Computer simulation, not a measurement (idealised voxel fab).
This section sets out a process module, namely voxel released beams.
Cross-section cut spans 295 nm and uses square cells 5 nm in size.
For the purposes of this document, a cross-section shall be understood as a grid of square cells, specified as bands listed in top-to-bottom order, each band consisting of one or more rows of cells.
Top, bottom (nm), then materials left to right with widths (nm); lone material tagged "all across" fills the whole band edge to edge; "blank" = empty space.
Where do heights start? At 0: under that level the wafer as delivered is made of one material only. And the lowest band has no floor; it just carries on downward, as in "from 0 down".
The expression "30->40" gives the width at the extremes of the band, the first number at its top row of cells and the second at its bottom row, with the width changing by equal amounts from each row to the next in between.
"changes: none" after a step means that no cell of the cross-section changed.
The label "Enclosed cavities" introduces a list of the empty spaces, 8 cells or larger, that have no open way up to the top; each entry in it reads width x height at distance, where the distance is taken from the left edge and all three are stated in nm.
Where a step's line continues beyond its settings, the continuation is a remark by the simulator itself on that step.
On any step carrying a mask, the "overlay nm" setting, if present on the step's line, tells how far right of its planned place the mask lay; negative values point to the left.

### Here's what the planned process steps look like
1,RECEIVE (material Si)
2,CONFORMAL_DEP (material SiN; thk nm 5)
3,DIRECTIONAL_DEP (material SiO2; thk nm 10)
4,PATTERN (tone open; mask id ANCHOR; material resist; width nm 40; thk nm 20; overlay nm 0)
5,DIRECTIONAL_ETCH (etch materials SiO2; depth nm 10)
6,STRIP (etch materials resist)
7,CONFORMAL_DEP (material TiN; thk nm 15)
8,DIRECTIONAL_DEP (material aC; thk nm 10)
9,PATTERN (tone cover; mask id BEAM; material resist; width nm 120; thk nm 25; overlay nm 0)
10,DIRECTIONAL_ETCH (etch materials aC; depth nm 10)
11,STRIP (etch materials resist)
12,DIRECTIONAL_ETCH (etch materials TiN; depth nm 15)
13,STRIP (etch materials aC)
14,STRIP (etch materials SiO2)

### Received-state cross-section, reflecting completion of step 1
- from 0 down: Si all across
- Enclosed cavities: none

### First of two wafers, end-of-module section, run followed plan
- from 30 to 20: blank (85) | TiN (20) | blank (10) | TiN (90) | blank (90)
- from 20 to 15: blank (85) | TiN (120) | blank (90)
- from 15 to 5: blank (90) | TiN (40) | blank (165)
- from 5 to 0: SiN all across
- from 0 down: Si all across
- Enclosed cavities: none

### Module end: cross-section of wafer two of two. Same start and process plan as the first wafer. One mistake during execution
- from 25 to 15: blank (85) | TiN (20) | blank (10) | TiN (90) | blank (90)
- from 15 to 10: blank (85) | TiN (120) | blank (90)
- from 10 to 0: blank (90) | TiN (40) | blank (165)
- from 0 down: Si all across
- Enclosed cavities: none
Short version of what went wrong: the plan's step 2 went unexecuted, having been skipped
The second wafer ends with more or fewer cells of some materials than the first, per final count: SiN -59
